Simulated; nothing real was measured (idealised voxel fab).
This is a process module. Its name is voxel transistor to metal.
The cross-section shown here is cut; it is 140 nm wide and divided into square cells measuring 5 nm on a side.
In this document a cross-section is written as a grid of square cells. It is given as a series of bands, listed from the top down, and a band is one or more rows of cells.
For a band, the entry starts with two heights in nm, that of the top and then that of the bottom, and carries on with the band's materials in order from left to right, each alongside its width in nm; the word "everywhere" beside a single material means it fills the band edge to edge, and "air" means empty space.
Zero point of the height axis is 0; under it, received wafer = one material. Lowest band: continues down indefinitely, "from 0 down".
The width entry "30->40" should be interpreted row by row: the top row of cells in the band takes the first number, the bottom row takes the second number, and the change between adjacent rows is uniform throughout.
You'll sometimes find "no modification" written for a step, and that's the way of saying that nowhere in the cross-section did a cell change during that step.
Listed in "Closed void catalog": every empty space of 8 or more cells without an open way to the top. Form: width x height at distance, the distance being from the left edge, all in nm.
Formally, on a step line, whatever follows the settings is a remark that the simulator itself makes on the step.
You can add "overlay nm" to a step's line. For a step with a mask, it describes how far the mask lay to the right of its planned position, and a negative number describes a lay to the left.
Everything after this point is organized in pairs: a cross-section before one process step, a cross-section after it that shows only as deep as the lowest changed band, and, under the pair, the intervening step with its settings. Because different runs of this module on the same starting wafer can supply different pairs, a pair continues from the pair above it only if its entry headed "State before step" says so.

**State before step**
    from 50 to 35  SiO2: 20 | air: 20 | SiO2: 55 | air: 20 | SiO2: 25
    from 35 to 20  SiO2: 20 | air: 20 | SiO2: 10 | SiN: 5 | SiO2: 5 | SiCN: 15 | SiO2: 5 | SiN: 5 | SiO2: 10 | air: 20 | SiO2: 25
    from 20 to 0  SiO2: 20 | air: 20 | SiO2: 10 | SiN: 5 | SiO2: 5 | polySi: 15 | SiO2: 5 | SiN: 5 | SiO2: 10 | air: 20 | SiO2: 25
    from 0 to -5  SiO2: 20 | air: 20 | SiGe: 10 | SiN: 5 | SiO2: 5 | polySi: 15 | SiO2: 5 | SiN: 5 | SiGe: 10 | air: 20 | SiO2: 25
    from -5 to -10  SiO2: 10 | SiN: 5 | SiO2: 5 | air: 20 | SiGe: 10 | SiO2: 35 | SiGe: 10 | air: 20 | SiO2: 5 | SiN: 10 | SiO2: 10
    from -10 to -15  SiO2: 10 | SiN: 5 | SiO2: 10 | SiGe: 25 | Si: 35 | SiGe: 25 | SiO2: 10 | SiN: 10 | SiO2: 10
    from -15 to -20  SiO2: 25 | SiGe: 25 | Si: 35 | SiGe: 25 | SiO2: 30
    from -20 to -35  SiO2: 20 | Si: 95 | SiO2: 25
    from -35 down  Si everywhere
    Closed void catalog: none

**Post-Step Section View**
    from 55 to 50  TiN: 25 | air: 10 | TiN: 65 | air: 10 | TiN: 30
    from 50 to 35  SiO2: 20 | TiN: 5 | air: 10 | TiN: 5 | SiO2: 55 | TiN: 5 | air: 10 | TiN: 5 | SiO2: 25
    from 35 to 20  SiO2: 20 | TiN: 5 | air: 10 | TiN: 5 | SiO2: 10 | SiN: 5 | SiO2: 5 | SiCN: 15 | SiO2: 5 | SiN: 5 | SiO2: 10 | TiN: 5 | air: 10 | TiN: 5 | SiO2: 25
    from 20 to 0  SiO2: 20 | TiN: 5 | air: 10 | TiN: 5 | SiO2: 10 | SiN: 5 | SiO2: 5 | polySi: 15 | SiO2: 5 | SiN: 5 | SiO2: 10 | TiN: 5 | air: 10 | TiN: 5 | SiO2: 25
    from 0 to -5  SiO2: 20 | TiN: 5 | air: 10 | TiN: 5 | SiGe: 10 | SiN: 5 | SiO2: 5 | polySi: 15 | SiO2: 5 | SiN: 5 | SiGe: 10 | TiN: 5 | air: 10 | TiN: 5 | SiO2: 25
    from -5 to -10  SiO2: 10 | SiN: 5 | SiO2: 5 | TiN: 20 | SiGe: 10 | SiO2: 35 | SiGe: 10 | TiN: 20 | SiO2: 5 | SiN: 10 | SiO2: 10
    Beneath the level -10, the cross-section is identical to its previous state.
    Closed void catalog: none
Looking at the two cross-sections above, the step in the middle is CONFORMAL_DEP, material TiN, thk nm 5

State before step: starting point is the after cross-section of the pair just above.

**Post-Step Section View**
    from 60 to 55  W everywhere
    from 55 to 50  TiN: 25 | W: 10 | TiN: 65 | W: 10 | TiN: 30
    from 50 to 35  SiO2: 20 | TiN: 5 | W: 10 | TiN: 5 | SiO2: 55 | TiN: 5 | W: 10 | TiN: 5 | SiO2: 25
    from 35 to 20  SiO2: 20 | TiN: 5 | W: 10 | TiN: 5 | SiO2: 10 | SiN: 5 | SiO2: 5 | SiCN: 15 | SiO2: 5 | SiN: 5 | SiO2: 10 | TiN: 5 | W: 10 | TiN: 5 | SiO2: 25
    from 20 to 0  SiO2: 20 | TiN: 5 | W: 10 | TiN: 5 | SiO2: 10 | SiN: 5 | SiO2: 5 | polySi: 15 | SiO2: 5 | SiN: 5 | SiO2: 10 | TiN: 5 | W: 10 | TiN: 5 | SiO2: 25
    from 0 to -5  SiO2: 20 | TiN: 5 | W: 10 | TiN: 5 | SiGe: 10 | SiN: 5 | SiO2: 5 | polySi: 15 | SiO2: 5 | SiN: 5 | SiGe: 10 | TiN: 5 | W: 10 | TiN: 5 | SiO2: 25
    Beneath the level -5, the cross-section is identical to its previous state.
    Closed void catalog: none
Looking at the two cross-sections above, the step in the middle is FILL_DEP, material W, thk nm 5

State before step: starting point is the after cross-section of the pair just above.

**Post-Step Section View**
    from 50 to 35  SiO2: 20 | TiN: 5 | W: 10 | TiN: 5 | SiO2: 55 | TiN: 5 | W: 10 | TiN: 5 | SiO2: 25
    Beneath the level 35, the cross-section is identical to its previous state.
    Closed void catalog: none
Looking at the two cross-sections above, the step in the middle is CMP, height nm 50

State before step: starting point is the after cross-section of the pair just above.

**Post-Step Section View**
    from 55 to 50  SiN everywhere
    Beneath the level 50, the cross-section is identical to its previous state.
    Closed void catalog: none
Looking at the two cross-sections above, the step in the middle is CONFORMAL_DEP, material SiN, thk nm 5

State before step: starting point is the after cross-section of the pair just above.

**Post-Step Section View**
    from 80 to 55  SiO2 everywhere
    Beneath the level 55, the cross-section is identical to its previous state.
    Closed void catalog: none
Looking at the two cross-sections above, the step in the middle is DIRECTIONAL_DEP, material SiO2, thk nm 25

State before step: starting point is the after cross-section of the pair just above.

**Post-Step Section View**
    from 80 to 55  SiO2: 20 | air: 20 | SiO2: 55 | air: 20 | SiO2: 25
    Beneath the level 55, the cross-section is identical to its previous state.
    Closed void catalog: none
Looking at the two cross-sections above, the step in the middle is MASKED_ETCH, tone open, mask id METAL_1, width nm 20, pitch nm 75, etch materials SiO2, depth nm 25, overlay nm 0

State before step: starting point is the after cross-section of the pair just above.

**Post-Step Section View**
    from 80 to 55  SiO2: 20 | air: 20 | SiO2: 55 | air: 20 | SiO2: 25
    from 55 to 50  SiN: 20 | air: 20 | SiN: 55 | air: 20 | SiN: 25
    Beneath the level 50, the cross-section is identical to its previous state.
    Closed void catalog: none
Looking at the two cross-sections above, the step in the middle is MASKED_ETCH, tone open, mask id METAL_1, width nm 20, pitch nm 75, etch materials SiN, depth nm 5, overlay nm 0

State before step: starting point is the after cross-section of the pair just above.

**Post-Step Section View**
    from 85 to 80  TiN: 25 | air: 10 | TiN: 65 | air: 10 | TiN: 30
    from 80 to 55  SiO2: 20 | TiN: 5 | air: 10 | TiN: 5 | SiO2: 55 | TiN: 5 | air: 10 | TiN: 5 | SiO2: 25
    from 55 to 50  SiN: 20 | TiN: 20 | SiN: 55 | TiN: 20 | SiN: 25
    Beneath the level 50, the cross-section is identical to its previous state.
    Closed void catalog: none
Looking at the two cross-sections above, the step in the middle is CONFORMAL_DEP, material TiN, thk nm 5

State before step: starting point is the after cross-section of the pair just above.

**Post-Step Section View**
    from 95 to 85  Cu everywhere
    from 85 to 80  TiN: 25 | Cu: 10 | TiN: 65 | Cu: 10 | TiN: 30
    from 80 to 55  SiO2: 20 | TiN: 5 | Cu: 10 | TiN: 5 | SiO2: 55 | TiN: 5 | Cu: 10 | TiN: 5 | SiO2: 25
    Beneath the level 55, the cross-section is identical to its previous state.
    Closed void catalog: none
Looking at the two cross-sections above, the step in the middle is FILL_DEP, material Cu, thk nm 10

State before step: starting point is the after cross-section of the pair just above.

**Post-Step Section View**
    from 80 to 55  SiO2: 20 | TiN: 5 | Cu: 10 | TiN: 5 | SiO2: 55 | TiN: 5 | Cu: 10 | TiN: 5 | SiO2: 25
    Beneath the level 55, the cross-section is identical to its previous state.
    Closed void catalog: none
Looking at the two cross-sections above, the step in the middle is CMP, height nm 80

State before step: starting point is the after cross-section of the pair just above.

**Post-Step Section View**
    from 85 to 80  SiCN everywhere
    Beneath the level 80, the cross-section is identical to its previous state.
    Closed void catalog: none
Looking at the two cross-sections above, the step in the middle is CONFORMAL_DEP, material SiCN, thk nm 5

State before step: starting point is the after cross-section of the pair just above.

**Post-Step Section View**
    from 120 to 85  SiO2 everywhere
    Beneath the level 85, the cross-section is identical to its previous state.
    Closed void catalog: none
Looking at the two cross-sections above, the step in the middle is DIRECTIONAL_DEP, material SiO2, thk nm 35

State before step: starting point is the after cross-section of the pair just above.

**Post-Step Section View**
    from 120 to 85  SiO2: 20 | air: 15 | SiO2: 60 | air: 15 | SiO2: 30
    Beneath the level 85, the cross-section is identical to its previous state.
    Closed void catalog: none
Looking at the two cross-sections above, the step in the middle is MASKED_ETCH, tone open, mask id METAL_2_HOLES, width nm 15, pitch nm 75, etch materials SiO2, depth nm 35, overlay nm 0

State before step: starting point is the after cross-section of the pair just above.

**Post-Step Section View**
    from 135 to 120  aC: 20 | air: 15 | aC: 60 | air: 15 | aC: 30
    from 120 to 100  SiO2: 20 | air: 15 | SiO2: 60 | air: 15 | SiO2: 30
    from 100 to 85  SiO2: 20 | aC: 15 | SiO2: 60 | aC: 15 | SiO2: 30
    Beneath the level 85, the cross-section is identical to its previous state.
    Closed void catalog: none
Looking at the two cross-sections above, the step in the middle is DIRECTIONAL_DEP, material aC, thk nm 15

State before step: starting point is the after cross-section of the pair just above.

**Post-Step Section View**
    from 170 to 135  resist: 20 | air: 20 | resist: 55 | air: 20 | resist: 25
    Beneath the level 135, the cross-section is identical to its previous state.
    Closed void catalog: none
Looking at the two cross-sections above, the step in the middle is PATTERN, tone open, mask id METAL_2, material resist, width nm 20, pitch nm 75, thk nm 35, overlay nm 0

State before step: starting point is the after cross-section of the pair just above.

**Post-Step Section View**
    from 155 to 135  resist: 20 | air: 20 | resist: 55 | air: 20 | resist: 25
    from 135 to 120  aC: 20 | air: 20 | aC: 55 | air: 20 | aC: 25
    from 120 to 85  SiO2: 20 | air: 15 | SiO2: 60 | air: 15 | SiO2: 30
    Beneath the level 85, the cross-section is identical to its previous state.
    Closed void catalog: none
Looking at the two cross-sections above, the step in the middle is DIRECTIONAL_ETCH, etch materials aC, depth nm 15

State before step: starting point is the after cross-section of the pair just above.

**Post-Step Section View**
    from 135 to 120  aC: 20 | air: 20 | aC: 55 | air: 20 | aC: 25
    Beneath the level 120, the cross-section is identical to its previous state.
    Closed void catalog: none
Looking at the two cross-sections above, the step in the middle is STRIP, etch materials resist

State before step: starting point is the after cross-section of the pair just above.

**Post-Step Section View**
    from 135 to 120  aC: 20 | air: 20 | aC: 55 | air: 20 | aC: 25
    from 120 to 100  SiO2: 20 | air: 20 | SiO2: 55 | air: 20 | SiO2: 25
    Beneath the level 100, the cross-section is identical to its previous state.
    Closed void catalog: none
Looking at the two cross-sections above, the step in the middle is DIRECTIONAL_ETCH, etch materials SiO2, depth nm 20

State before step: starting point is the after cross-section of the pair just above.

**Post-Step Section View**
    from 135 to 120  aC: 20 | air: 20 | aC: 55 | air: 20 | aC: 25
    from 120 to 100  SiO2: 20 | air: 20 | SiO2: 55 | air: 20 | SiO2: 25
    from 100 to 85  SiO2: 20 | air: 15 | SiO2: 60 | air: 15 | SiO2: 30
    from 85 to 80  SiCN: 20 | air: 15 | SiCN: 60 | air: 15 | SiCN: 30
    Beneath the level 80, the cross-section is identical to its previous state.
    Closed void catalog: none
Looking at the two cross-sections above, the step in the middle is DIRECTIONAL_ETCH, etch materials SiCN, depth nm 5

State before step: starting point is the after cross-section of the pair just above.

**Post-Step Section View**
    from 120 to 100  SiO2: 20 | air: 20 | SiO2: 55 | air: 20 | SiO2: 25
    Beneath the level 100, the cross-section is identical to its previous state.
    Closed void catalog: none
Looking at the two cross-sections above, the step in the middle is STRIP, etch materials aC

State before step: starting point is the after cross-section of the pair just above.

**Post-Step Section View**
    from 125 to 120  TiN: 25 | air: 10 | TiN: 65 | air: 10 | TiN: 30
    from 120 to 105  SiO2: 20 | TiN: 5 | air: 10 | TiN: 5 | SiO2: 55 | TiN: 5 | air: 10 | TiN: 5 | SiO2: 25
    from 105 to 100  SiO2: 20 | TiN: 5 | air: 5 | TiN: 10 | SiO2: 55 | TiN: 5 | air: 5 | TiN: 10 | SiO2: 25
    from 100 to 85  SiO2: 20 | TiN: 5 | air: 5 | TiN: 5 | SiO2: 60 | TiN: 5 | air: 5 | TiN: 5 | SiO2: 30
    from 85 to 80  SiCN: 20 | TiN: 15 | SiCN: 60 | TiN: 15 | SiCN: 30
    Beneath the level 80, the cross-section is identical to its previous state.
    Closed void catalog: none
Looking at the two cross-sections above, the step in the middle is CONFORMAL_DEP, material TiN, thk nm 5

State before step: starting point is the after cross-section of the pair just above.

**Post-Step Section View**
    from 135 to 125  Ru everywhere
    from 125 to 120  TiN: 25 | Ru: 10 | TiN: 65 | Ru: 10 | TiN: 30
    from 120 to 105  SiO2: 20 | TiN: 5 | Ru: 10 | TiN: 5 | SiO2: 55 | TiN: 5 | Ru: 10 | TiN: 5 | SiO2: 25
    from 105 to 100  SiO2: 20 | TiN: 5 | Ru: 5 | TiN: 10 | SiO2: 55 | TiN: 5 | Ru: 5 | TiN: 10 | SiO2: 25
    from 100 to 85  SiO2: 20 | TiN: 5 | Ru: 5 | TiN: 5 | SiO2: 60 | TiN: 5 | Ru: 5 | TiN: 5 | SiO2: 30
    Beneath the level 85, the cross-section is identical to its previous state.
    Closed void catalog: none
Looking at the two cross-sections above, the step in the middle is FILL_DEP, material Ru, thk nm 10

State before step: starting point is the after cross-section of the pair just above.

**Post-Step Section View**
    from 120 to 105  SiO2: 20 | TiN: 5 | Ru: 10 | TiN: 5 | SiO2: 55 | TiN: 5 | Ru: 10 | TiN: 5 | SiO2: 25
    Beneath the level 105, the cross-section is identical to its previous state.
    Closed void catalog: none
Looking at the two cross-sections above, the step in the middle is CMP, height nm 120

State before step: starting point is the after cross-section of the pair just above.

**Post-Step Section View**
    from 125 to 120  SiN everywhere
    Beneath the level 120, the cross-section is identical to its previous state.
    Closed void catalog: none
Looking at the two cross-sections above, the step in the middle is CONFORMAL_DEP, material SiN, thk nm 5

**State before step**
    from 40 to 35  air: 55 | SiO2: 25 | air: 60
    from 35 to 20  air: 55 | SiO2: 5 | SiCN: 15 | SiO2: 5 | air: 60
    from 20 to 0  air: 55 | SiO2: 5 | polySi: 15 | SiO2: 5 | air: 60
    from 0 to -5  SiO2: 60 | polySi: 15 | SiO2: 65
    from -5 to -10  SiO2 everywhere
    from -10 to -35  SiO2: 20 | Si: 95 | SiO2: 25
    from -35 down  Si everywhere
    Closed void catalog: none

**Post-Step Section View**
    from 35 to 25  air: 60 | SiCN: 15 | air: 65
    from 25 to 20  air: 55 | SiO2: 5 | SiCN: 15 | SiO2: 5 | air: 60
    from 20 to -5  air: 55 | SiO2: 5 | polySi: 15 | SiO2: 5 | air: 60
    from -5 to -10  air: 55 | SiO2: 25 | air: 60
    from -10 to -15  air: 20 | Si: 95 | air: 25
    Beneath the level -15, the cross-section is identical to its previous state.
    Closed void catalog: none
Looking at the two cross-sections above, the step in the middle is DIRECTIONAL_ETCH, etch materials SiO2, depth nm 15

State before step: starting point is the after cross-section of the pair just above.

**Post-Step Section View**
    from 40 to 35  air: 55 | SiN: 25 | air: 60
    from 35 to 25  air: 55->50 | SiN: 5->10 | SiCN: 15 | SiN: 5->10 | air: 60->55
    from 25 to 20  air: 50 | SiN: 5 | SiO2: 5 | SiCN: 15 | SiO2: 5 | SiN: 5 | air: 55
    from 20 to -5  air: 50 | SiN: 5 | SiO2: 5 | polySi: 15 | SiO2: 5 | SiN: 5 | air: 55
    from -5 to -10  air: 15 | SiN: 40 | SiO2: 25 | SiN: 40 | air: 20
    from -10 to -15  SiN: 20 | Si: 95 | SiN: 25
    Beneath the level -15, the cross-section is identical to its previous state.
    Closed void catalog: none
Looking at the two cross-sections above, the step in the middle is CONFORMAL_DEP, material SiN, thk nm 5

State before step: starting point is the after cross-section of the pair just above.

**Post-Step Section View**
    from 35 to 25  air: 55 | SiN: 5 | SiCN: 15 | SiN: 5 | air: 60
    from 25 to 20  air: 50 | SiN: 5 | SiO2: 5 | SiCN: 15 | SiO2: 5 | SiN: 5 | air: 55
    from 20 to -5  air: 50 | SiN: 5 | SiO2: 5 | polySi: 15 | SiO2: 5 | SiN: 5 | air: 55
    from -5 to -10  air: 50 | SiN: 5 | SiO2: 25 | SiN: 5 | air: 55
    from -10 to -15  air: 15 | SiN: 5 | Si: 95 | SiN: 5 | air: 20
    Beneath the level -15, the cross-section is identical to its previous state.
    Closed void catalog: none
Looking at the two cross-sections above, the step in the middle is DIRECTIONAL_ETCH, etch materials SiN, depth nm 5

State before step: starting point is the after cross-section of the pair just above.

**Post-Step Section View**
    from 35 to 25  air: 55 | SiN: 5 | SiCN: 15 | SiN: 5 | air: 60
    from 25 to 20  air: 50 | SiN: 5 | SiO2: 5 | SiCN: 15 | SiO2: 5 | SiN: 5 | air: 55
    from 20 to -5  air: 50 | SiN: 5 | SiO2: 5 | polySi: 15 | SiO2: 5 | SiN: 5 | air: 55
    from -5 to -10  air: 50 | SiN: 5 | SiO2: 25 | SiN: 5 | air: 55
    from -10 to -15  air: 15 | SiN: 5 | Si: 95 | SiN: 5 | air: 20
    from -15 to -20  air: 15 | SiO2: 5 | Si: 95 | SiO2: 5 | air: 20
    Beneath the level -20, the cross-section is identical to its previous state.
    Closed void catalog: none
Looking at the two cross-sections above, the step in the middle is DIRECTIONAL_ETCH, etch materials SiO2, depth nm 5

State before step: starting point is the after cross-section of the pair just above.

**Post-Step Section View**
    from 35 to 25  air: 55 | SiN: 5 | SiCN: 15 | SiN: 5 | air: 60
    from 25 to 20  air: 50 | SiN: 5 | SiO2: 5 | SiCN: 15 | SiO2: 5 | SiN: 5 | air: 55
    from 20 to -5  air: 50 | SiN: 5 | SiO2: 5 | polySi: 15 | SiO2: 5 | SiN: 5 | air: 55
    from -5 to -10  air: 50 | SiN: 5 | SiO2: 25 | SiN: 5 | air: 55
    from -10 to -15  air: 15 | SiN: 5 | air: 30 | Si: 35 | air: 30 | SiN: 5 | air: 20
    from -15 to -20  air: 15 | SiO2: 5 | air: 30 | Si: 35 | air: 30 | SiO2: 5 | air: 20
    Beneath the level -20, the cross-section is identical to its previous state.
    Closed void catalog: none
Looking at the two cross-sections above, the step in the middle is DIRECTIONAL_ETCH, etch materials Si, depth nm 10

State before step: starting point is the after cross-section of the pair just above.

**Post-Step Section View**
    from 35 to 25  air: 55 | SiN: 5 | SiCN: 15 | SiN: 5 | air: 60
    from 25 to 20  air: 50 | SiN: 5 | SiO2: 5 | SiCN: 15 | SiO2: 5 | SiN: 5 | air: 55
    from 20 to 0  air: 50 | SiN: 5 | SiO2: 5 | polySi: 15 | SiO2: 5 | SiN: 5 | air: 55
    from 0 to -5  air: 40 | SiGe: 10 | SiN: 5 | SiO2: 5 | polySi: 15 | SiO2: 5 | SiN: 5 | SiGe: 10 | air: 45
    from -5 to -10  air: 40 | SiGe: 10 | SiN: 5 | SiO2: 25 | SiN: 5 | SiGe: 10 | air: 45
    from -10 to -15  air: 15 | SiN: 5 | SiGe: 30 | Si: 35 | SiGe: 30 | SiN: 5 | air: 20
    from -15 to -20  air: 15 | SiO2: 5 | SiGe: 30 | Si: 35 | SiGe: 30 | SiO2: 5 | air: 20
    Beneath the level -20, the cross-section is identical to its previous state.
    Closed void catalog: none
Looking at the two cross-sections above, the step in the middle is EPI, material SiGe, thk nm 10

State before step: starting point is the after cross-section of the pair just above.

**Post-Step Section View**
    from 45 to 35  SiO2 everywhere
    from 35 to 25  SiO2: 55 | SiN: 5 | SiCN: 15 | SiN: 5 | SiO2: 60
    from 25 to 20  SiO2: 50 | SiN: 5 | SiO2: 5 | SiCN: 15 | SiO2: 5 | SiN: 5 | SiO2: 55
    from 20 to 0  SiO2: 50 | SiN: 5 | SiO2: 5 | polySi: 15 | SiO2: 5 | SiN: 5 | SiO2: 55
    from 0 to -5  SiO2: 40 | SiGe: 10 | SiN: 5 | SiO2: 5 | polySi: 15 | SiO2: 5 | SiN: 5 | SiGe: 10 | SiO2: 45
    from -5 to -10  SiO2: 40 | SiGe: 10 | SiN: 5 | SiO2: 25 | SiN: 5 | SiGe: 10 | SiO2: 45
    from -10 to -15  SiO2: 15 | SiN: 5 | SiGe: 30 | Si: 35 | SiGe: 30 | SiN: 5 | SiO2: 20
    from -15 to -20  SiO2: 20 | SiGe: 30 | Si: 35 | SiGe: 30 | SiO2: 25
    Beneath the level -20, the cross-section is identical to its previous state.
    Closed void catalog: none
Looking at the two cross-sections above, the step in the middle is FILL_DEP, material SiO2, thk nm 10

State before step: starting point is the after cross-section of the pair just above.

**Post-Step Section View**
    from 35 to 25  SiO2: 55 | SiN: 5 | SiCN: 15 | SiN: 5 | SiO2: 60
    Beneath the level 25, the cross-section is identical to its previous state.
    Closed void catalog: none
Looking at the two cross-sections above, the step in the middle is CMP, height nm 35

State before step: starting point is the after cross-section of the pair just above.

**Post-Step Section View**
    from 50 to 35  SiO2 everywhere
    Beneath the level 35, the cross-section is identical to its previous state.
    Closed void catalog: none
Looking at the two cross-sections above, the step in the middle is DIRECTIONAL_DEP, material SiO2, thk nm 15

State before step: starting point is the after cross-section of the pair just above.

**Post-Step Section View**
    from 50 to 35  SiO2: 20 | air: 20 | SiO2: 55 | air: 20 | SiO2: 25
    from 35 to 25  SiO2: 20 | air: 20 | SiO2: 15 | SiN: 5 | SiCN: 15 | SiN: 5 | SiO2: 15 | air: 20 | SiO2: 25
    from 25 to 20  SiO2: 20 | air: 20 | SiO2: 10 | SiN: 5 | SiO2: 5 | SiCN: 15 | SiO2: 5 | SiN: 5 | SiO2: 10 | air: 20 | SiO2: 25
    from 20 to 0  SiO2: 20 | air: 20 | SiO2: 10 | SiN: 5 | SiO2: 5 | polySi: 15 | SiO2: 5 | SiN: 5 | SiO2: 10 | air: 20 | SiO2: 25
    from 0 to -5  SiO2: 20 | air: 20 | SiGe: 10 | SiN: 5 | SiO2: 5 | polySi: 15 | SiO2: 5 | SiN: 5 | SiGe: 10 | air: 20 | SiO2: 25
    from -5 to -10  SiO2: 20 | air: 20 | SiGe: 10 | SiN: 5 | SiO2: 25 | SiN: 5 | SiGe: 10 | air: 20 | SiO2: 25
    Beneath the level -10, the cross-section is identical to its previous state.
    Closed void catalog: none
Looking at the two cross-sections above, the step in the middle is MASKED_ETCH, tone open, mask id CONTACT, width nm 20, pitch nm 75, etch materials SiO2, depth nm 60, overlay nm 0

State before step: starting point is the after cross-section of the pair just above.

**Post-Step Section View**
    from 55 to 50  TiN: 25 | air: 10 | TiN: 65 | air: 10 | TiN: 30
    from 50 to 35  SiO2: 20 | TiN: 5 | air: 10 | TiN: 5 | SiO2: 55 | TiN: 5 | air: 10 | TiN: 5 | SiO2: 25
    from 35 to 25  SiO2: 20 | TiN: 5 | air: 10 | TiN: 5 | SiO2: 15 | SiN: 5 | SiCN: 15 | SiN: 5 | SiO2: 15 | TiN: 5 | air: 10 | TiN: 5 | SiO2: 25
    from 25 to 20  SiO2: 20 | TiN: 5 | air: 10 | TiN: 5 | SiO2: 10 | SiN: 5 | SiO2: 5 | SiCN: 15 | SiO2: 5 | SiN: 5 | SiO2: 10 | TiN: 5 | air: 10 | TiN: 5 | SiO2: 25
    from 20 to 0  SiO2: 20 | TiN: 5 | air: 10 | TiN: 5 | SiO2: 10 | SiN: 5 | SiO2: 5 | polySi: 15 | SiO2: 5 | SiN: 5 | SiO2: 10 | TiN: 5 | air: 10 | TiN: 5 | SiO2: 25
    from 0 to -5  SiO2: 20 | TiN: 5 | air: 10 | TiN: 5 | SiGe: 10 | SiN: 5 | SiO2: 5 | polySi: 15 | SiO2: 5 | SiN: 5 | SiGe: 10 | TiN: 5 | air: 10 | TiN: 5 | SiO2: 25
    from -5 to -10  SiO2: 20 | TiN: 20 | SiGe: 10 | SiN: 5 | SiO2: 25 | SiN: 5 | SiGe: 10 | TiN: 20 | SiO2: 25
    Beneath the level -10, the cross-section is identical to its previous state.
    Closed void catalog: none
Looking at the two cross-sections above, the step in the middle is CONFORMAL_DEP, material TiN, thk nm 5

State before step: starting point is the after cross-section of the pair just above.

**Post-Step Section View**
    from 60 to 55  W everywhere
    from 55 to 50  TiN: 25 | W: 10 | TiN: 65 | W: 10 | TiN: 30
    from 50 to 35  SiO2: 20 | TiN: 5 | W: 10 | TiN: 5 | SiO2: 55 | TiN: 5 | W: 10 | TiN: 5 | SiO2: 25
    from 35 to 25  SiO2: 20 | TiN: 5 | W: 10 | TiN: 5 | SiO2: 15 | SiN: 5 | SiCN: 15 | SiN: 5 | SiO2: 15 | TiN: 5 | W: 10 | TiN: 5 | SiO2: 25
    from 25 to 20  SiO2: 20 | TiN: 5 | W: 10 | TiN: 5 | SiO2: 10 | SiN: 5 | SiO2: 5 | SiCN: 15 | SiO2: 5 | SiN: 5 | SiO2: 10 | TiN: 5 | W: 10 | TiN: 5 | SiO2: 25
    from 20 to 0  SiO2: 20 | TiN: 5 | W: 10 | TiN: 5 | SiO2: 10 | SiN: 5 | SiO2: 5 | polySi: 15 | SiO2: 5 | SiN: 5 | SiO2: 10 | TiN: 5 | W: 10 | TiN: 5 | SiO2: 25
    from 0 to -5  SiO2: 20 | TiN: 5 | W: 10 | TiN: 5 | SiGe: 10 | SiN: 5 | SiO2: 5 | polySi: 15 | SiO2: 5 | SiN: 5 | SiGe: 10 | TiN: 5 | W: 10 | TiN: 5 | SiO2: 25
    Beneath the level -5, the cross-section is identical to its previous state.
    Closed void catalog: none
Looking at the two cross-sections above, the step in the middle is FILL_DEP, material W, thk nm 5

State before step: starting point is the after cross-section of the pair just above.

**Post-Step Section View**
    from 50 to 35  SiO2: 20 | TiN: 5 | W: 10 | TiN: 5 | SiO2: 55 | TiN: 5 | W: 10 | TiN: 5 | SiO2: 25
    Beneath the level 35, the cross-section is identical to its previous state.
    Closed void catalog: none
Looking at the two cross-sections above, the step in the middle is CMP, height nm 50

State before step: starting point is the after cross-section of the pair just above.

**Post-Step Section View**
    from 55 to 50  SiN everywhere
    Beneath the level 50, the cross-section is identical to its previous state.
    Closed void catalog: none
Looking at the two cross-sections above, the step in the middle is CONFORMAL_DEP, material SiN, thk nm 5

State before step: starting point is the after cross-section of the pair just above.

**Post-Step Section View**
    from 80 to 55  SiO2 everywhere
    Beneath the level 55, the cross-section is identical to its previous state.
    Closed void catalog: none
Looking at the two cross-sections above, the step in the middle is DIRECTIONAL_DEP, material SiO2, thk nm 25

State before step: starting point is the after cross-section of the pair just above.

**Post-Step Section View**
    from 80 to 55  SiO2: 20 | air: 20 | SiO2: 55 | air: 20 | SiO2: 25
    Beneath the level 55, the cross-section is identical to its previous state.
    Closed void catalog: none
Looking at the two cross-sections above, the step in the middle is MASKED_ETCH, tone open, mask id METAL_1, width nm 20, pitch nm 75, etch materials SiO2, depth nm 25, overlay nm 0

State before step: starting point is the after cross-section of the pair just above.

**Post-Step Section View**
    from 80 to 55  SiO2: 20 | air: 20 | SiO2: 55 | air: 20 | SiO2: 25
    from 55 to 50  SiN: 20 | air: 20 | SiN: 55 | air: 20 | SiN: 25
    Beneath the level 50, the cross-section is identical to its previous state.
    Closed void catalog: none
Looking at the two cross-sections above, the step in the middle is MASKED_ETCH, tone open, mask id METAL_1, width nm 20, pitch nm 75, etch materials SiN, depth nm 5, overlay nm 0

State before step: starting point is the after cross-section of the pair just above.

**Post-Step Section View**
    from 85 to 80  TiN: 25 | air: 10 | TiN: 65 | air: 10 | TiN: 30
    from 80 to 55  SiO2: 20 | TiN: 5 | air: 10 | TiN: 5 | SiO2: 55 | TiN: 5 | air: 10 | TiN: 5 | SiO2: 25
    from 55 to 50  SiN: 20 | TiN: 20 | SiN: 55 | TiN: 20 | SiN: 25
    Beneath the level 50, the cross-section is identical to its previous state.
    Closed void catalog: none
Looking at the two cross-sections above, the step in the middle is CONFORMAL_DEP, material TiN, thk nm 5

State before step: starting point is the after cross-section of the pair just above.

**Post-Step Section View**
    from 95 to 85  Cu everywhere
    from 85 to 80  TiN: 25 | Cu: 10 | TiN: 65 | Cu: 10 | TiN: 30
    from 80 to 55  SiO2: 20 | TiN: 5 | Cu: 10 | TiN: 5 | SiO2: 55 | TiN: 5 | Cu: 10 | TiN: 5 | SiO2: 25
    Beneath the level 55, the cross-section is identical to its previous state.
    Closed void catalog: none
Looking at the two cross-sections above, the step in the middle is FILL_DEP, material Cu, thk nm 10

State before step: starting point is the after cross-section of the pair just above.

**Post-Step Section View**
    from 80 to 55  SiO2: 20 | TiN: 5 | Cu: 10 | TiN: 5 | SiO2: 55 | TiN: 5 | Cu: 10 | TiN: 5 | SiO2: 25
    Beneath the level 55, the cross-section is identical to its previous state.
    Closed void catalog: none
Looking at the two cross-sections above, the step in the middle is CMP, height nm 80

State before step: starting point is the after cross-section of the pair just above.

**Post-Step Section View**
    from 85 to 80  SiCN everywhere
    Beneath the level 80, the cross-section is identical to its previous state.
    Closed void catalog: none
Looking at the two cross-sections above, the step in the middle is CONFORMAL_DEP, material SiCN, thk nm 5

State before step: starting point is the after cross-section of the pair just above.

**Post-Step Section View**
    from 120 to 85  SiO2 everywhere
    Beneath the level 85, the cross-section is identical to its previous state.
    Closed void catalog: none
Looking at the two cross-sections above, the step in the middle is DIRECTIONAL_DEP, material SiO2, thk nm 35

State before step: starting point is the after cross-section of the pair just above.

**Post-Step Section View**
    from 120 to 85  SiO2: 20 | air: 15 | SiO2: 60 | air: 15 | SiO2: 30
    Beneath the level 85, the cross-section is identical to its previous state.
    Closed void catalog: none
Looking at the two cross-sections above, the step in the middle is MASKED_ETCH, tone open, mask id METAL_2_HOLES, width nm 15, pitch nm 75, etch materials SiO2, depth nm 35, overlay nm 0
